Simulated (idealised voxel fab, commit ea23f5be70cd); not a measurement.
This is a process module. Its name is voxel ribs on slabs.
The width of the displayed cross-section, cut, is 290 nm; its cells are square, with a size of 5 nm.
Reading order for cross-sections: top band down to bottom band. Underlying form: a grid of square cells. Band size: one or more rows of cells. Heights first: top, then bottom, in nm. Then materials, left to right, each with a width in nm. "throughout" on a single material: fills the band edge to edge. "air": empty space. All heights in this document are referenced to 0, defined as the level beneath which the wafer, as received, consists entirely of one material. The lowest band is not bounded below; it extends indefinitely downward and is written in the form "0 down". Width: "30..40" (first number = top row, second number = bottom row, same change from row to row of cells). Step note "left unchanged" = no cross-section cell changed. This entry, "Cavities, closed", enumerates those empty regions of no fewer than 8 cells that possess no open connection to the top. Each region is reported in the form width x height at distance, the distance being taken from the left edge, with all three quantities expressed in nm. after a step's settings: what the simulator itself notes on the step. Among the settings permitted on a step's line is "overlay nm"; applied to a step with a mask, it specifies the extent to which the mask lay to the right of its planned position, whereas a negative figure signifies a position to the left.

List of planned process steps:
1,op RECEIVE | material Si
2,op DIRECTIONAL_DEP | material SiO2 | thk nm 30
3,op DIRECTIONAL_DEP | material SiN | thk nm 15
4,op MASKED_ETCH | tone cover | mask id RIB | width nm 25 | etch materials SiN | depth nm 10 | overlay nm 0
5,op MASKED_ETCH | tone cover | mask id SLAB | width nm 65 | etch materials SiN | depth nm 5 | overlay nm 0
6,op FILL_DEP | material SiO2 | thk nm 15
7,op CMP | height nm 55
8,op DIRECTIONAL_DEP | material TiN | thk nm 10
9,op DIRECTIONAL_DEP | material aC | thk nm 10
10,op PATTERN | tone cover | mask id HEATER | material resist | width nm 25 | thk nm 25 | overlay nm 0
11,op DIRECTIONAL_ETCH | etch materials aC | depth nm 10
12,op STRIP | etch materials resist
13,op DIRECTIONAL_ETCH | etch materials TiN | depth nm 10
14,op STRIP | etch materials aC
15,op CONFORMAL_DEP | material SiO2 | thk nm 5
The value of width nm given for step 10 in the plan refers to the first wafer; the wafers vary in this setting and are alike at the start.

The as-received cross-section of the first of several wafers corresponds to the state after step 1:
  0 down | Si throughout
  Cavities, closed: none

Cross-section, first of several wafers, end of module, after last step 15:
  70 to 65 | air=125 | SiO2=35 | air=130
  65 to 60 | air=125 | SiO2=5 | TiN=25 | SiO2=5 | air=130
  60 to 55 | SiO2=130 | TiN=25 | SiO2=135
  55 to 45 | SiO2 throughout
  45 to 35 | SiO2=130 | SiN=25 | SiO2=135
  35 to 30 | SiO2=110 | SiN=65 | SiO2=115
  30 to 0 | SiO2 throughout
  0 down | Si throughout
  Cavities, closed: none

Cross-sectional depiction of the last of several wafers upon completion of the module:
  70 to 65 | air=115 | SiO2=60 | air=115
  65 to 60 | air=115 | SiO2=5 | TiN=50 | SiO2=5 | air=115
  60 to 55 | SiO2=120 | TiN=50 | SiO2=120
  55 to 45 | SiO2 throughout
  45 to 35 | SiO2=130 | SiN=25 | SiO2=135
  35 to 30 | SiO2=110 | SiN=65 | SiO2=115
  30 to 0 | SiO2 throughout
  0 down | Si throughout
  Cavities, closed: none

Below is a per-wafer table. In it, each row describes the wafer at the end of the module by giving, for each material, the number of cells gained (+) or lost (-) since the wafer was received, and after that the closed voids of the wafer:
width nm 25; +23 SiN; +677 SiO2; +10 TiN; Cavities, closed: none
width nm 30; +23 SiN; +677 SiO2; +12 TiN; Cavities, closed: none
width nm 35; +23 SiN; +677 SiO2; +14 TiN; Cavities, closed: none
width nm 40; +23 SiN; +677 SiO2; +16 TiN; Cavities, closed: none
width nm 45; +23 SiN; +677 SiO2; +18 TiN; Cavities, closed: none
width nm 50; +23 SiN; +677 SiO2; +20 TiN; Cavities, closed: none
